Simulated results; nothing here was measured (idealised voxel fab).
A process module follows: voxel capacitor over wiring.
For reference, the cross-section in this document is cut, with width 270 nm and square cells of 5 nm.
In this document a cross-section is written as a grid of square cells. It is given as a series of bands, listed from the top down, and a band is one or more rows of cells.
Quick guide to a band line: top height, bottom height (nm) up front; then every material left to right with its width in nm. Only one material and it's marked "everywhere"? Then it fills the band edge to edge. And "blank" just means empty space.
Heights are reckoned from 0. Under this level, the received wafer is all of one material. The bottommost band is open-ended downward, for example "z 0 and below".
Per-row width for "30..40": begins at first number (top row of band), ends at second number (bottom row), increment between rows held constant.
A step reported as "nothing got changed" is a step in which no cell of the cross-section changed.
Look at "Closed void catalog" for the closed voids: empty spaces with no open path to the top, sized 8 cells or up. Each is width x height at distance, distance from the left edge, all nm.
Where a step's line continues beyond its settings, the continuation is a remark by the simulator itself on that step.
overlay nm: mask offset rightward from planned place, masked step; negative means leftward offset.
PLANNED PROCESS STEPS
step 1: RECEIVE | material Si
step 2: CONFORMAL_DEP | material SiO2 | thk nm 15
step 3: DIRECTIONAL_DEP | material TiN | thk nm 5
step 4: DIRECTIONAL_DEP | material Ru | thk nm 25
step 5: DIRECTIONAL_DEP | material aC | thk nm 15
step 6: PATTERN | tone cover | mask id METAL_1 | material resist | width nm 20 | pitch nm 85 | thk nm 35 | overlay nm 0
step 7: DIRECTIONAL_ETCH | etch materials aC | depth nm 15
step 8: STRIP | etch materials resist
step 9: DIRECTIONAL_ETCH | etch materials Ru | depth nm 25
step 10: DIRECTIONAL_ETCH | etch materials TiN | depth nm 5
step 11: STRIP | etch materials aC
step 12: CONFORMAL_DEP | material SiCN | thk nm 5
step 13: FILL_DEP | material lowk | thk nm 5
step 14: CMP | height nm 45
step 15: CONFORMAL_DEP | material SiCN | thk nm 5
step 16: DIRECTIONAL_DEP | material SiO2 | thk nm 15
step 17: DIRECTIONAL_DEP | material aC | thk nm 10
step 18: PATTERN | tone open | mask id PLUG_1 | material resist | width nm 15 | thk nm 25 | overlay nm 0
step 19: DIRECTIONAL_ETCH | etch materials aC | depth nm 10
step 20: STRIP | etch materials resist
step 21: DIRECTIONAL_ETCH | etch materials SiO2 | depth nm 15
step 22: DIRECTIONAL_ETCH | etch materials SiCN | depth nm 5
step 23: STRIP | etch materials aC
step 24: CONFORMAL_DEP | material TiN | thk nm 5
step 25: FILL_DEP | material Ru | thk nm 10
step 26: CMP | height nm 65
step 27: DIRECTIONAL_DEP | material TiN | thk nm 5
step 28: DIRECTIONAL_DEP | material SiN | thk nm 5
step 29: DIRECTIONAL_DEP | material TiN | thk nm 5
step 30: MASKED_ETCH | tone cover | mask id UPPER_PLATE | width nm 70 | etch materials TiN | depth nm 5 | overlay nm 0
step 31: MASKED_ETCH | tone cover | mask id UPPER_PLATE | width nm 70 | etch materials SiN | depth nm 5 | overlay nm 0
step 32: PATTERN | tone cover | mask id LOWER_PLATE | material resist | width nm 80 | thk nm 15 | overlay nm 0
step 33: DIRECTIONAL_ETCH | etch materials TiN | depth nm 5
step 34: STRIP | etch materials resist
step 35: FILL_DEP | material SiO2 | thk nm 20
step 36: CMP | height nm 95
step 37: MASKED_ETCH | tone open | mask id PLUG_2 | width nm 15 | etch materials SiO2 | depth nm 15 | overlay nm 0
step 38: CONFORMAL_DEP | material TiN | thk nm 5
step 39: FILL_DEP | material Ru | thk nm 5
step 40: CMP | height nm 95
step 41: CONFORMAL_DEP | material SiN | thk nm 5
RECEIVED-STATE CROSS-SECTION, REFLECTING COMPLETION OF STEP 1
	z 0 and below  Si everywhere
	Closed void catalog: none
MODULE COMPLETE, CROSS-SECTION. STARTING POINT AND PLAN PER ABOVE. ONE MISTAKE MADE IN RUNNING THE MODULE
	z 100 to 95  SiN everywhere
	z 95 to 85  SiO2: 95  TiN: 5  Ru: 5  TiN: 5  SiO2: 160
	z 85 to 75  SiO2: 95..85  TiN: 15..70  SiO2: 160..115
	z 75 to 70  SiO2: 80  TiN: 80  SiO2: 110
	z 70 to 65  SiN everywhere
	z 65 to 50  SiO2: 85  TiN: 5  Ru: 5  TiN: 5  SiO2: 170
	z 50 to 45  SiCN: 85  TiN: 15  SiCN: 170
	z 45 to 20  lowk: 75  SiCN: 5  Ru: 20  SiCN: 5  lowk: 55  SiCN: 5  Ru: 20  SiCN: 5  lowk: 80
	z 20 to 15  SiCN: 80  TiN: 20  SiCN: 65  TiN: 20  SiCN: 85
	z 15 to 0  SiO2 everywhere
	z 0 and below  Si everywhere
	Closed void catalog: none
Short version of what went wrong: a sequencing error occurred in which plan steps 27 and 28 were transposed
